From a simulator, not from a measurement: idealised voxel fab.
process module | voxel air gaps
cross-section cut | 295 nm wide | cells 5 nm
A cross-section is a grid of square cells, given in bands from the top down. A band is one or more rows of cells.
Each band's line starts with the height of the band's top and of its bottom, in nm. Then come its materials from left to right, each with its width in nm. One material with "throughout" fills the band from edge to edge. "air" is empty space.
Height 0 is the level under which the wafer as received is all one material. The lowest band goes on downwards, as in "0 down".
A width such as "30 to 40" changes by the same amount from each row of cells to the next, from the band's top row to its bottom row.
"no change" after a step means that no cell of the cross-section changed.
closed voids: empty space of 8 cells or more with no open way to the top, each as width x height at its distance from the left edge, in nm
after a step's settings: what the simulator itself notes on the step
overlay nm, on a step with a mask: how far to the right of its planned place the mask lay; to the left if negative
Each pair below shows a cross-section before one step and the cross-section after it, down to the lowest band that changed. The line under each pair gives the step between them, with its settings. The pairs can come from different runs of this module on the same starting wafer, so a pair continues from the pair above only where its "before" says so.
before
  0 down: Si throughout
  closed voids: none
after
  15 to 0: SiO2 throughout
  below 0: unchanged
  closed voids: none
the step between: op CONFORMAL_DEP | material SiO2 | thk nm 15
before: the cross-section after the pair above
after
  20 to 15: SiCN throughout
  below 15: unchanged
  closed voids: none
the step between: op CONFORMAL_DEP | material SiCN | thk nm 5
before: the cross-section after the pair above
after
  60 to 20: SiO2 throughout
  below 20: unchanged
  closed voids: none
the step between: op DIRECTIONAL_DEP | material SiO2 | thk nm 40
before: the cross-section after the pair above
after
  75 to 60: resist 70 | air 20 | resist 25 | air 20 | resist 25 | air 20 | resist 25 | air 20 | resist 70
  below 60: unchanged
  closed voids: none
the step between: op PATTERN | tone open | mask id LINES | material resist | width nm 20 | pitch nm 45 | thk nm 15 | overlay nm 0
before: the cross-section after the pair above
after
  75 to 60: resist 70 | air 20 | resist 25 | air 20 | resist 25 | air 20 | resist 25 | air 20 | resist 70
  60 to 20: SiO2 70 | air 20 | SiO2 25 | air 20 | SiO2 25 | air 20 | SiO2 25 | air 20 | SiO2 70
  below 20: unchanged
  closed voids: none
the step between: op DIRECTIONAL_ETCH | etch materials SiO2 | depth nm 40
before: the cross-section after the pair above
after
  60 to 20: SiO2 70 | air 20 | SiO2 25 | air 20 | SiO2 25 | air 20 | SiO2 25 | air 20 | SiO2 70
  below 20: unchanged
  closed voids: none
the step between: op STRIP | etch materials resist
before: the cross-section after the pair above
after
  65 to 60: TiN 75 | air 10 | TiN 35 | air 10 | TiN 35 | air 10 | TiN 35 | air 10 | TiN 75
  60 to 25: SiO2 70 | TiN 5 | air 10 | TiN 5 | SiO2 25 | TiN 5 | air 10 | TiN 5 | SiO2 25 | TiN 5 | air 10 | TiN 5 | SiO2 25 | TiN 5 | air 10 | TiN 5 | SiO2 70
  25 to 20: SiO2 70 | TiN 20 | SiO2 25 | TiN 20 | SiO2 25 | TiN 20 | SiO2 25 | TiN 20 | SiO2 70
  below 20: unchanged
  closed voids: none
the step between: op CONFORMAL_DEP | material TiN | thk nm 5
before: the cross-section after the pair above
after
  75 to 65: Ru throughout
  65 to 60: TiN 75 | Ru 10 | TiN 35 | Ru 10 | TiN 35 | Ru 10 | TiN 35 | Ru 10 | TiN 75
  60 to 25: SiO2 70 | TiN 5 | Ru 10 | TiN 5 | SiO2 25 | TiN 5 | Ru 10 | TiN 5 | SiO2 25 | TiN 5 | Ru 10 | TiN 5 | SiO2 25 | TiN 5 | Ru 10 | TiN 5 | SiO2 70
  below 25: unchanged
  closed voids: none
the step between: op FILL_DEP | material Ru | thk nm 10
before: the cross-section after the pair above
after
  60 to 25: SiO2 70 | TiN 5 | Ru 10 | TiN 5 | SiO2 25 | TiN 5 | Ru 10 | TiN 5 | SiO2 25 | TiN 5 | Ru 10 | TiN 5 | SiO2 25 | TiN 5 | Ru 10 | TiN 5 | SiO2 70
  below 25: unchanged
  closed voids: none
the step between: op CMP | height nm 60
before: the cross-section after the pair above
after
  70 to 60: air 60 | Ru 40 | air 5 | Ru 40 | air 5 | Ru 40 | air 5 | Ru 40 | air 60
  below 60: unchanged
  closed voids: none
the step between: op EPI | material Ru | thk nm 10
before: the cross-section after the pair above
after
  70 to 60: air 60 | Ru 40 | air 5 | Ru 40 | air 5 | Ru 40 | air 5 | Ru 40 | air 60
  60 to 25: air 70 | TiN 5 | Ru 10 | TiN 5 | air 25 | TiN 5 | Ru 10 | TiN 5 | air 25 | TiN 5 | Ru 10 | TiN 5 | air 25 | TiN 5 | Ru 10 | TiN 5 | air 70
  25 to 20: air 70 | TiN 20 | air 25 | TiN 20 | air 25 | TiN 20 | air 25 | TiN 20 | air 70
  below 20: unchanged
  closed voids: none
the step between: op SELECTIVE_ETCH | etch materials SiO2 | depth nm 50
before: the cross-section after the pair above
after
  75 to 70: air 55 | SiCN 185 | air 55
  70 to 60: air 55 | SiCN 5 | Ru 40 | SiCN 5 | Ru 40 | SiCN 5 | Ru 40 | SiCN 5 | Ru 40 | SiCN 5 | air 55
  60 to 55: air 55 | SiCN 15 | TiN 5 | Ru 10 | TiN 5 | SiCN 25 | TiN 5 | Ru 10 | TiN 5 | SiCN 25 | TiN 5 | Ru 10 | TiN 5 | SiCN 25 | TiN 5 | Ru 10 | TiN 5 | SiCN 15 | air 55
  55 to 25: air 65 | SiCN 5 | TiN 5 | Ru 10 | TiN 5 | SiCN 5 | air 15 | SiCN 5 | TiN 5 | Ru 10 | TiN 5 | SiCN 5 | air 15 | SiCN 5 | TiN 5 | Ru 10 | TiN 5 | SiCN 5 | air 15 | SiCN 5 | TiN 5 | Ru 10 | TiN 5 | SiCN 5 | air 65
  25 to 20: SiCN 70 | TiN 20 | SiCN 25 | TiN 20 | SiCN 25 | TiN 20 | SiCN 25 | TiN 20 | SiCN 70
  below 20: unchanged
  closed voids: 15 x 30 at 95; 15 x 30 at 140; 15 x 30 at 185
the step between: op CONFORMAL_DEP | material SiCN | thk nm 5
before
  0 down: Si throughout
  closed voids: none
after
  5 to 0: SiCN throughout
  below 0: unchanged
  closed voids: none
the step between: op CONFORMAL_DEP | material SiCN | thk nm 5
before: the cross-section after the pair above
after
  45 to 5: SiO2 throughout
  below 5: unchanged
  closed voids: none
the step between: op DIRECTIONAL_DEP | material SiO2 | thk nm 40
before: the cross-section after the pair above
after
  60 to 45: resist 70 | air 20 | resist 25 | air 20 | resist 25 | air 20 | resist 25 | air 20 | resist 70
  below 45: unchanged
  closed voids: none
the step between: op PATTERN | tone open | mask id LINES | material resist | width nm 20 | pitch nm 45 | thk nm 15 | overlay nm 0
before: the cross-section after the pair above
after
  60 to 45: resist 70 | air 20 | resist 25 | air 20 | resist 25 | air 20 | resist 25 | air 20 | resist 70
  45 to 5: SiO2 70 | air 20 | SiO2 25 | air 20 | SiO2 25 | air 20 | SiO2 25 | air 20 | SiO2 70
  below 5: unchanged
  closed voids: none
the step between: op DIRECTIONAL_ETCH | etch materials SiO2 | depth nm 40
before: the cross-section after the pair above
after
  45 to 5: SiO2 70 | air 20 | SiO2 25 | air 20 | SiO2 25 | air 20 | SiO2 25 | air 20 | SiO2 70
  below 5: unchanged
  closed voids: none
the step between: op STRIP | etch materials resist
before: the cross-section after the pair above
after
  50 to 45: TiN 75 | air 10 | TiN 35 | air 10 | TiN 35 | air 10 | TiN 35 | air 10 | TiN 75
  45 to 10: SiO2 70 | TiN 5 | air 10 | TiN 5 | SiO2 25 | TiN 5 | air 10 | TiN 5 | SiO2 25 | TiN 5 | air 10 | TiN 5 | SiO2 25 | TiN 5 | air 10 | TiN 5 | SiO2 70
  10 to 5: SiO2 70 | TiN 20 | SiO2 25 | TiN 20 | SiO2 25 | TiN 20 | SiO2 25 | TiN 20 | SiO2 70
  below 5: unchanged
  closed voids: none
the step between: op CONFORMAL_DEP | material TiN | thk nm 5
before: the cross-section after the pair above
after
  60 to 50: Ru throughout
  50 to 45: TiN 75 | Ru 10 | TiN 35 | Ru 10 | TiN 35 | Ru 10 | TiN 35 | Ru 10 | TiN 75
  45 to 10: SiO2 70 | TiN 5 | Ru 10 | TiN 5 | SiO2 25 | TiN 5 | Ru 10 | TiN 5 | SiO2 25 | TiN 5 | Ru 10 | TiN 5 | SiO2 25 | TiN 5 | Ru 10 | TiN 5 | SiO2 70
  below 10: unchanged
  closed voids: none
the step between: op FILL_DEP | material Ru | thk nm 10
before: the cross-section after the pair above
after
  70 to 50: Ru throughout
  below 50: unchanged
  closed voids: none
the step between: op EPI | material Ru | thk nm 10
before: the cross-section after the pair above
after
  75 to 70: SiCN throughout
  below 70: unchanged
  closed voids: none
the step between: op CONFORMAL_DEP | material SiCN | thk nm 5
before
  15 to 0: SiO2 throughout
  0 down: Si throughout
  closed voids: none
after
  30 to 0: SiO2 throughout
  below 0: unchanged
  closed voids: none
the step between: op CONFORMAL_DEP | material SiO2 | thk nm 15
before: the cross-section after the pair above
after
  35 to 30: SiCN throughout
  below 30: unchanged
  closed voids: none
the step between: op CONFORMAL_DEP | material SiCN | thk nm 5
before: the cross-section after the pair above
after
  75 to 35: SiO2 throughout
  below 35: unchanged
  closed voids: none
the step between: op DIRECTIONAL_DEP | material SiO2 | thk nm 40
before: the cross-section after the pair above
after
  90 to 75: resist 70 | air 20 | resist 25 | air 20 | resist 25 | air 20 | resist 25 | air 20 | resist 70
  below 75: unchanged
  closed voids: none
the step between: op PATTERN | tone open | mask id LINES | material resist | width nm 20 | pitch nm 45 | thk nm 15 | overlay nm 0
before: the cross-section after the pair above
after
  90 to 75: resist 70 | air 20 | resist 25 | air 20 | resist 25 | air 20 | resist 25 | air 20 | resist 70
  75 to 35: SiO2 70 | air 20 | SiO2 25 | air 20 | SiO2 25 | air 20 | SiO2 25 | air 20 | SiO2 70
  below 35: unchanged
  closed voids: none
the step between: op DIRECTIONAL_ETCH | etch materials SiO2 | depth nm 40
before: the cross-section after the pair above
after
  75 to 35: SiO2 70 | air 20 | SiO2 25 | air 20 | SiO2 25 | air 20 | SiO2 25 | air 20 | SiO2 70
  below 35: unchanged
  closed voids: none
the step between: op STRIP | etch materials resist
before: the cross-section after the pair above
after
  80 to 75: TiN 75 | air 10 | TiN 35 | air 10 | TiN 35 | air 10 | TiN 35 | air 10 | TiN 75
  75 to 40: SiO2 70 | TiN 5 | air 10 | TiN 5 | SiO2 25 | TiN 5 | air 10 | TiN 5 | SiO2 25 | TiN 5 | air 10 | TiN 5 | SiO2 25 | TiN 5 | air 10 | TiN 5 | SiO2 70
  40 to 35: SiO2 70 | TiN 20 | SiO2 25 | TiN 20 | SiO2 25 | TiN 20 | SiO2 25 | TiN 20 | SiO2 70
  below 35: unchanged
  closed voids: none
the step between: op CONFORMAL_DEP | material TiN | thk nm 5
before: the cross-section after the pair above
after
  90 to 80: Ru throughout
  80 to 75: TiN 75 | Ru 10 | TiN 35 | Ru 10 | TiN 35 | Ru 10 | TiN 35 | Ru 10 | TiN 75
  75 to 40: SiO2 70 | TiN 5 | Ru 10 | TiN 5 | SiO2 25 | TiN 5 | Ru 10 | TiN 5 | SiO2 25 | TiN 5 | Ru 10 | TiN 5 | SiO2 25 | TiN 5 | Ru 10 | TiN 5 | SiO2 70
  below 40: unchanged
  closed voids: none
the step between: op FILL_DEP | material Ru | thk nm 10
before: the cross-section after the pair above
after
  60 to 40: SiO2 70 | TiN 5 | Ru 10 | TiN 5 | SiO2 25 | TiN 5 | Ru 10 | TiN 5 | SiO2 25 | TiN 5 | Ru 10 | TiN 5 | SiO2 25 | TiN 5 | Ru 10 | TiN 5 | SiO2 70
  below 40: unchanged
  closed voids: none
the step between: op CMP | height nm 60
before: the cross-section after the pair above
after
  70 to 60: air 60 | Ru 40 | air 5 | Ru 40 | air 5 | Ru 40 | air 5 | Ru 40 | air 60
  below 60: unchanged
  closed voids: none
the step between: op EPI | material Ru | thk nm 10
before: the cross-section after the pair above
after
  70 to 60: air 60 | Ru 40 | air 5 | Ru 40 | air 5 | Ru 40 | air 5 | Ru 40 | air 60
  60 to 40: air 70 | TiN 5 | Ru 10 | TiN 5 | air 25 | TiN 5 | Ru 10 | TiN 5 | air 25 | TiN 5 | Ru 10 | TiN 5 | air 25 | TiN 5 | Ru 10 | TiN 5 | air 70
  40 to 35: air 70 | TiN 20 | air 25 | TiN 20 | air 25 | TiN 20 | air 25 | TiN 20 | air 70
  below 35: unchanged
  closed voids: none
the step between: op SELECTIVE_ETCH | etch materials SiO2 | depth nm 50
before: the cross-section after the pair above
after
  75 to 70: air 55 | SiCN 185 | air 55
  70 to 60: air 55 | SiCN 5 | Ru 40 | SiCN 5 | Ru 40 | SiCN 5 | Ru 40 | SiCN 5 | Ru 40 | SiCN 5 | air 55
  60 to 55: air 55 | SiCN 15 | TiN 5 | Ru 10 | TiN 5 | SiCN 25 | TiN 5 | Ru 10 | TiN 5 | SiCN 25 | TiN 5 | Ru 10 | TiN 5 | SiCN 25 | TiN 5 | Ru 10 | TiN 5 | SiCN 15 | air 55
  55 to 40: air 65 | SiCN 5 | TiN 5 | Ru 10 | TiN 5 | SiCN 5 | air 15 | SiCN 5 | TiN 5 | Ru 10 | TiN 5 | SiCN 5 | air 15 | SiCN 5 | TiN 5 | Ru 10 | TiN 5 | SiCN 5 | air 15 | SiCN 5 | TiN 5 | Ru 10 | TiN 5 | SiCN 5 | air 65
  40 to 35: SiCN 70 | TiN 20 | SiCN 25 | TiN 20 | SiCN 25 | TiN 20 | SiCN 25 | TiN 20 | SiCN 70
  below 35: unchanged
  closed voids: 15 x 15 at 95; 15 x 15 at 140; 15 x 15 at 185
the step between: op CONFORMAL_DEP | material SiCN | thk nm 5
before
  60 to 25: SiO2 70 | TiN 5 | Ru 10 | TiN 5 | SiO2 25 | TiN 5 | Ru 10 | TiN 5 | SiO2 25 | TiN 5 | Ru 10 | TiN 5 | SiO2 25 | TiN 5 | Ru 10 | TiN 5 | SiO2 70
  25 to 20: SiO2 70 | TiN 20 | SiO2 25 | TiN 20 | SiO2 25 | TiN 20 | SiO2 25 | TiN 20 | SiO2 70
  20 to 15: SiCN throughout
  15 to 0: SiO2 throughout
  0 down: Si throughout
  closed voids: none
after
  60 to 25: air 70 | TiN 5 | Ru 10 | TiN 5 | air 25 | TiN 5 | Ru 10 | TiN 5 | air 25 | TiN 5 | Ru 10 | TiN 5 | air 25 | TiN 5 | Ru 10 | TiN 5 | air 70
  25 to 20: air 70 | TiN 20 | air 25 | TiN 20 | air 25 | TiN 20 | air 25 | TiN 20 | air 70
  below 20: unchanged
  closed voids: none
the step between: op SELECTIVE_ETCH | etch materials SiO2 | depth nm 50
before: the cross-section after the pair above
after
  70 to 60: air 60 | Ru 40 | air 5 | Ru 40 | air 5 | Ru 40 | air 5 | Ru 40 | air 60
  60 to 25: air 60 | Ru 10 | TiN 5 | Ru 10 | TiN 5 | Ru 10 | air 5 | Ru 10 | TiN 5 | Ru 10 | TiN 5 | Ru 10 | air 5 | Ru 10 | TiN 5 | Ru 10 | TiN 5 | Ru 10 | air 5 | Ru 10 | TiN 5 | Ru 10 | TiN 5 | Ru 10 | air 60
  25 to 20: air 60 | Ru 10 | TiN 20 | Ru 10 | air 5 | Ru 10 | TiN 20 | Ru 10 | air 5 | Ru 10 | TiN 20 | Ru 10 | air 5 | Ru 10 | TiN 20 | Ru 10 | air 60
  below 20: unchanged
  closed voids: none
the step between: op EPI | material Ru | thk nm 10
before: the cross-section after the pair above
after
  75 to 70: air 55 | SiCN 185 | air 55
  70 to 60: air 55 | SiCN 5 | Ru 40 | SiCN 5 | Ru 40 | SiCN 5 | Ru 40 | SiCN 5 | Ru 40 | SiCN 5 | air 55
  60 to 25: air 55 | SiCN 5 | Ru 10 | TiN 5 | Ru 10 | TiN 5 | Ru 10 | SiCN 5 | Ru 10 | TiN 5 | Ru 10 | TiN 5 | Ru 10 | SiCN 5 | Ru 10 | TiN 5 | Ru 10 | TiN 5 | Ru 10 | SiCN 5 | Ru 10 | TiN 5 | Ru 10 | TiN 5 | Ru 10 | SiCN 5 | air 55
  25 to 20: SiCN 60 | Ru 10 | TiN 20 | Ru 10 | SiCN 5 | Ru 10 | TiN 20 | Ru 10 | SiCN 5 | Ru 10 | TiN 20 | Ru 10 | SiCN 5 | Ru 10 | TiN 20 | Ru 10 | SiCN 60
  below 20: unchanged
  closed voids: none
the step between: op CONFORMAL_DEP | material SiCN | thk nm 5
before
  0 down: Si throughout
  closed voids: none
after
  10 to 0: SiO2 throughout
  below 0: unchanged
  closed voids: none
the step between: op CONFORMAL_DEP | material SiO2 | thk nm 10
before: the cross-section after the pair above
after
  15 to 10: SiCN throughout
  below 10: unchanged
  closed voids: none
the step between: op CONFORMAL_DEP | material SiCN | thk nm 5
before: the cross-section after the pair above
after
  55 to 15: SiO2 throughout
  below 15: unchanged
  closed voids: none
the step between: op DIRECTIONAL_DEP | material SiO2 | thk nm 40
before: the cross-section after the pair above
after
  70 to 55: resist 70 | air 20 | resist 25 | air 20 | resist 25 | air 20 | resist 25 | air 20 | resist 70
  below 55: unchanged
  closed voids: none
the step between: op PATTERN | tone open | mask id LINES | material resist | width nm 20 | pitch nm 45 | thk nm 15 | overlay nm 0
before: the cross-section after the pair above
after
  70 to 55: resist 70 | air 20 | resist 25 | air 20 | resist 25 | air 20 | resist 25 | air 20 | resist 70
  55 to 15: SiO2 70 | air 20 | SiO2 25 | air 20 | SiO2 25 | air 20 | SiO2 25 | air 20 | SiO2 70
  below 15: unchanged
  closed voids: none
the step between: op DIRECTIONAL_ETCH | etch materials SiO2 | depth nm 40
before: the cross-section after the pair above
after
  55 to 15: SiO2 70 | air 20 | SiO2 25 | air 20 | SiO2 25 | air 20 | SiO2 25 | air 20 | SiO2 70
  below 15: unchanged
  closed voids: none
the step between: op STRIP | etch materials resist
before: the cross-section after the pair above
after
  60 to 55: TiN 75 | air 10 | TiN 35 | air 10 | TiN 35 | air 10 | TiN 35 | air 10 | TiN 75
  55 to 20: SiO2 70 | TiN 5 | air 10 | TiN 5 | SiO2 25 | TiN 5 | air 10 | TiN 5 | SiO2 25 | TiN 5 | air 10 | TiN 5 | SiO2 25 | TiN 5 | air 10 | TiN 5 | SiO2 70
  20 to 15: SiO2 70 | TiN 20 | SiO2 25 | TiN 20 | SiO2 25 | TiN 20 | SiO2 25 | TiN 20 | SiO2 70
  below 15: unchanged
  closed voids: none
the step between: op CONFORMAL_DEP | material TiN | thk nm 5
before: the cross-section after the pair above
after
  70 to 60: Ru throughout
  60 to 55: TiN 75 | Ru 10 | TiN 35 | Ru 10 | TiN 35 | Ru 10 | TiN 35 | Ru 10 | TiN 75
  55 to 20: SiO2 70 | TiN 5 | Ru 10 | TiN 5 | SiO2 25 | TiN 5 | Ru 10 | TiN 5 | SiO2 25 | TiN 5 | Ru 10 | TiN 5 | SiO2 25 | TiN 5 | Ru 10 | TiN 5 | SiO2 70
  below 20: unchanged
  closed voids: none
the step between: op FILL_DEP | material Ru | thk nm 10
before: the cross-section after the pair above
after
  60 to 55: TiN 75 | Ru 10 | TiN 35 | Ru 10 | TiN 35 | Ru 10 | TiN 35 | Ru 10 | TiN 75
  below 55: unchanged
  closed voids: none
the step between: op CMP | height nm 60
before: the cross-section after the pair above
after
  70 to 60: Ru throughout
  below 60: unchanged
  closed voids: none
the step between: op EPI | material Ru | thk nm 10
before: the cross-section after the pair above
after
  75 to 70: SiCN throughout
  below 70: unchanged
  closed voids: none
the step between: op CONFORMAL_DEP | material SiCN | thk nm 5
before
  60 to 20: SiO2 throughout
  20 to 15: SiCN throughout
  15 to 0: SiO2 throughout
  0 down: Si throughout
  closed voids: none
after
  75 to 60: resist 65 | air 30 | resist 15 | air 30 | resist 15 | air 30 | resist 15 | air 30 | resist 65
  below 60: unchanged
  closed voids: none
the step between: op PATTERN | tone open | mask id LINES | material resist | width nm 30 | pitch nm 45 | thk nm 15 | overlay nm 0
before: the cross-section after the pair above
after
  75 to 60: resist 65 | air 30 | resist 15 | air 30 | resist 15 | air 30 | resist 15 | air 30 | resist 65
  60 to 20: SiO2 65 | air 30 | SiO2 15 | air 30 | SiO2 15 | air 30 | SiO2 15 | air 30 | SiO2 65
  below 20: unchanged
  closed voids: none
the step between: op DIRECTIONAL_ETCH | etch materials SiO2 | depth nm 40
before: the cross-section after the pair above
after
  60 to 20: SiO2 65 | air 30 | SiO2 15 | air 30 | SiO2 15 | air 30 | SiO2 15 | air 30 | SiO2 65
  below 20: unchanged
  closed voids: none
the step between: op STRIP | etch materials resist
before: the cross-section after the pair above
after
  65 to 60: TiN 70 | air 20 | TiN 25 | air 20 | TiN 25 | air 20 | TiN 25 | air 20 | TiN 70
  60 to 25: SiO2 65 | TiN 5 | air 20 | TiN 5 | SiO2 15 | TiN 5 | air 20 | TiN 5 | SiO2 15 | TiN 5 | air 20 | TiN 5 | SiO2 15 | TiN 5 | air 20 | TiN 5 | SiO2 65
  25 to 20: SiO2 65 | TiN 30 | SiO2 15 | TiN 30 | SiO2 15 | TiN 30 | SiO2 15 | TiN 30 | SiO2 65
  below 20: unchanged
  closed voids: none
the step between: op CONFORMAL_DEP | material TiN | thk nm 5
before: the cross-section after the pair above
after
  75 to 65: Ru throughout
  65 to 60: TiN 70 | Ru 20 | TiN 25 | Ru 20 | TiN 25 | Ru 20 | TiN 25 | Ru 20 | TiN 70
  60 to 25: SiO2 65 | TiN 5 | Ru 20 | TiN 5 | SiO2 15 | TiN 5 | Ru 20 | TiN 5 | SiO2 15 | TiN 5 | Ru 20 | TiN 5 | SiO2 15 | TiN 5 | Ru 20 | TiN 5 | SiO2 65
  below 25: unchanged
  closed voids: none
the step between: op FILL_DEP | material Ru | thk nm 10
before: the cross-section after the pair above
after
  60 to 25: SiO2 65 | TiN 5 | Ru 20 | TiN 5 | SiO2 15 | TiN 5 | Ru 20 | TiN 5 | SiO2 15 | TiN 5 | Ru 20 | TiN 5 | SiO2 15 | TiN 5 | Ru 20 | TiN 5 | SiO2 65
  below 25: unchanged
  closed voids: none
the step between: op CMP | height nm 60
before: the cross-section after the pair above
after
  70 to 60: air 55 | Ru 185 | air 55
  below 60: unchanged
  closed voids: none
the step between: op EPI | material Ru | thk nm 10
before: the cross-section after the pair above
after
  70 to 60: air 55 | Ru 185 | air 55
  60 to 25: air 65 | TiN 5 | Ru 20 | TiN 5 | SiO2 15 | TiN 5 | Ru 20 | TiN 5 | SiO2 15 | TiN 5 | Ru 20 | TiN 5 | SiO2 15 | TiN 5 | Ru 20 | TiN 5 | air 65
  25 to 20: air 65 | TiN 30 | SiO2 15 | TiN 30 | SiO2 15 | TiN 30 | SiO2 15 | TiN 30 | air 65
  below 20: unchanged
  closed voids: none
the step between: op SELECTIVE_ETCH | etch materials SiO2 | depth nm 50
before: the cross-section after the pair above
after
  75 to 70: air 50 | SiCN 195 | air 50
  70 to 60: air 50 | SiCN 5 | Ru 185 | SiCN 5 | air 50
  60 to 55: air 50 | SiCN 15 | TiN 5 | Ru 20 | TiN 5 | SiO2 15 | TiN 5 | Ru 20 | TiN 5 | SiO2 15 | TiN 5 | Ru 20 | TiN 5 | SiO2 15 | TiN 5 | Ru 20 | TiN 5 | SiCN 15 | air 50
  55 to 25: air 60 | SiCN 5 | TiN 5 | Ru 20 | TiN 5 | SiO2 15 | TiN 5 | Ru 20 | TiN 5 | SiO2 15 | TiN 5 | Ru 20 | TiN 5 | SiO2 15 | TiN 5 | Ru 20 | TiN 5 | SiCN 5 | air 60
  25 to 20: SiCN 65 | TiN 30 | SiO2 15 | TiN 30 | SiO2 15 | TiN 30 | SiO2 15 | TiN 30 | SiCN 65
  below 20: unchanged
  closed voids: none
the step between: op CONFORMAL_DEP | material SiCN | thk nm 5
before
  60 to 20: SiO2 throughout
  20 to 15: SiCN throughout
  15 to 0: SiO2 throughout
  0 down: Si throughout
  closed voids: none
after
  75 to 60: resist 65 | air 20 | resist 25 | air 20 | resist 25 | air 20 | resist 25 | air 20 | resist 75
  below 60: unchanged
  closed voids: none
the step between: op PATTERN | tone open | mask id LINES | material resist | width nm 20 | pitch nm 45 | thk nm 15 | overlay nm -5
before: the cross-section after the pair above
after
  75 to 60: resist 65 | air 20 | resist 25 | air 20 | resist 25 | air 20 | resist 25 | air 20 | resist 75
  60 to 20: SiO2 65 | air 20 | SiO2 25 | air 20 | SiO2 25 | air 20 | SiO2 25 | air 20 | SiO2 75
  below 20: unchanged
  closed voids: none
the step between: op DIRECTIONAL_ETCH | etch materials SiO2 | depth nm 40
before: the cross-section after the pair above
after
  60 to 20: SiO2 65 | air 20 | SiO2 25 | air 20 | SiO2 25 | air 20 | SiO2 25 | air 20 | SiO2 75
  below 20: unchanged
  closed voids: none
the step between: op STRIP | etch materials resist
before: the cross-section after the pair above
after
  65 to 60: TiN 70 | air 10 | TiN 35 | air 10 | TiN 35 | air 10 | TiN 35 | air 10 | TiN 80
  60 to 25: SiO2 65 | TiN 5 | air 10 | TiN 5 | SiO2 25 | TiN 5 | air 10 | TiN 5 | SiO2 25 | TiN 5 | air 10 | TiN 5 | SiO2 25 | TiN 5 | air 10 | TiN 5 | SiO2 75
  25 to 20: SiO2 65 | TiN 20 | SiO2 25 | TiN 20 | SiO2 25 | TiN 20 | SiO2 25 | TiN 20 | SiO2 75
  below 20: unchanged
  closed voids: none
the step between: op CONFORMAL_DEP | material TiN | thk nm 5
before: the cross-section after the pair above
after
  75 to 65: Ru throughout
  65 to 60: TiN 70 | Ru 10 | TiN 35 | Ru 10 | TiN 35 | Ru 10 | TiN 35 | Ru 10 | TiN 80
  60 to 25: SiO2 65 | TiN 5 | Ru 10 | TiN 5 | SiO2 25 | TiN 5 | Ru 10 | TiN 5 | SiO2 25 | TiN 5 | Ru 10 | TiN 5 | SiO2 25 | TiN 5 | Ru 10 | TiN 5 | SiO2 75
  below 25: unchanged
  closed voids: none
the step between: op FILL_DEP | material Ru | thk nm 10
before: the cross-section after the pair above
after
  60 to 25: SiO2 65 | TiN 5 | Ru 10 | TiN 5 | SiO2 25 | TiN 5 | Ru 10 | TiN 5 | SiO2 25 | TiN 5 | Ru 10 | TiN 5 | SiO2 25 | TiN 5 | Ru 10 | TiN 5 | SiO2 75
  below 25: unchanged
  closed voids: none
the step between: op CMP | height nm 60
before: the cross-section after the pair above
after
  70 to 60: air 55 | Ru 40 | air 5 | Ru 40 | air 5 | Ru 40 | air 5 | Ru 40 | air 65
  below 60: unchanged
  closed voids: none
the step between: op EPI | material Ru | thk nm 10
before: the cross-section after the pair above
after
  70 to 60: air 55 | Ru 40 | air 5 | Ru 40 | air 5 | Ru 40 | air 5 | Ru 40 | air 65
  60 to 25: air 65 | TiN 5 | Ru 10 | TiN 5 | air 25 | TiN 5 | Ru 10 | TiN 5 | air 25 | TiN 5 | Ru 10 | TiN 5 | air 25 | TiN 5 | Ru 10 | TiN 5 | air 75
  25 to 20: air 65 | TiN 20 | air 25 | TiN 20 | air 25 | TiN 20 | air 25 | TiN 20 | air 75
  below 20: unchanged
  closed voids: none
the step between: op SELECTIVE_ETCH | etch materials SiO2 | depth nm 50
before: the cross-section after the pair above
after
  75 to 70: air 50 | SiCN 185 | air 60
  70 to 60: air 50 | SiCN 5 | Ru 40 | SiCN 5 | Ru 40 | SiCN 5 | Ru 40 | SiCN 5 | Ru 40 | SiCN 5 | air 60
  60 to 55: air 50 | SiCN 15 | TiN 5 | Ru 10 | TiN 5 | SiCN 25 | TiN 5 | Ru 10 | TiN 5 | SiCN 25 | TiN 5 | Ru 10 | TiN 5 | SiCN 25 | TiN 5 | Ru 10 | TiN 5 | SiCN 15 | air 60
  55 to 25: air 60 | SiCN 5 | TiN 5 | Ru 10 | TiN 5 | SiCN 5 | air 15 | SiCN 5 | TiN 5 | Ru 10 | TiN 5 | SiCN 5 | air 15 | SiCN 5 | TiN 5 | Ru 10 | TiN 5 | SiCN 5 | air 15 | SiCN 5 | TiN 5 | Ru 10 | TiN 5 | SiCN 5 | air 70
  25 to 20: SiCN 65 | TiN 20 | SiCN 25 | TiN 20 | SiCN 25 | TiN 20 | SiCN 25 | TiN 20 | SiCN 75
  below 20: unchanged
  closed voids: 15 x 30 at 90; 15 x 30 at 135; 15 x 30 at 180
the step between: op CONFORMAL_DEP | material SiCN | thk nm 5
before
  20 to 15: SiCN throughout
  15 to 0: SiO2 throughout
  0 down: Si throughout
  closed voids: none
after
  60 to 20: Ru throughout
  below 20: unchanged
  closed voids: none
the step between: op DIRECTIONAL_DEP | material Ru | thk nm 40
before: the cross-section after the pair above
after
  75 to 60: resist 70 | air 20 | resist 25 | air 20 | resist 25 | air 20 | resist 25 | air 20 | resist 70
  below 60: unchanged
  closed voids: none
the step between: op PATTERN | tone open | mask id LINES | material resist | width nm 20 | pitch nm 45 | thk nm 15 | overlay nm 0
before: the cross-section after the pair above
after
  60 to 20: Ru throughout
  below 20: unchanged
  closed voids: none
the step between: op STRIP | etch materials resist
before: the cross-section after the pair above
after
  65 to 60: TiN throughout
  below 60: unchanged
  closed voids: none
the step between: op CONFORMAL_DEP | material TiN | thk nm 5
before: the cross-section after the pair above
after
  75 to 65: Ru throughout
  below 65: unchanged
  closed voids: none
the step between: op FILL_DEP | material Ru | thk nm 10
before: the cross-section after the pair above
after
  60 to 20: Ru throughout
  below 20: unchanged
  closed voids: none
the step between: op CMP | height nm 60
before: the cross-section after the pair above
after
  70 to 20: Ru throughout
  below 20: unchanged
  closed voids: none
the step between: op EPI | material Ru | thk nm 10
before: the cross-section after the pair above
after
  75 to 70: SiCN throughout
  below 70: unchanged
  closed voids: none
the step between: op CONFORMAL_DEP | material SiCN | thk nm 5
before
  60 to 20: SiO2 throughout
  20 to 15: SiCN throughout
  15 to 0: SiO2 throughout
  0 down: Si throughout
  closed voids: none
after
  75 to 60: air 70 | resist 20 | air 25 | resist 20 | air 25 | resist 20 | air 25 | resist 20 | air 70
  below 60: unchanged
  closed voids: none
the step between: op PATTERN | tone cover | mask id LINES | material resist | width nm 20 | pitch nm 45 | thk nm 15 | overlay nm 0
before: the cross-section after the pair above
after
  75 to 60: air 70 | resist 20 | air 25 | resist 20 | air 25 | resist 20 | air 25 | resist 20 | air 70
  60 to 20: air 70 | SiO2 20 | air 25 | SiO2 20 | air 25 | SiO2 20 | air 25 | SiO2 20 | air 70
  below 20: unchanged
  closed voids: none
the step between: op DIRECTIONAL_ETCH | etch materials SiO2 | depth nm 40
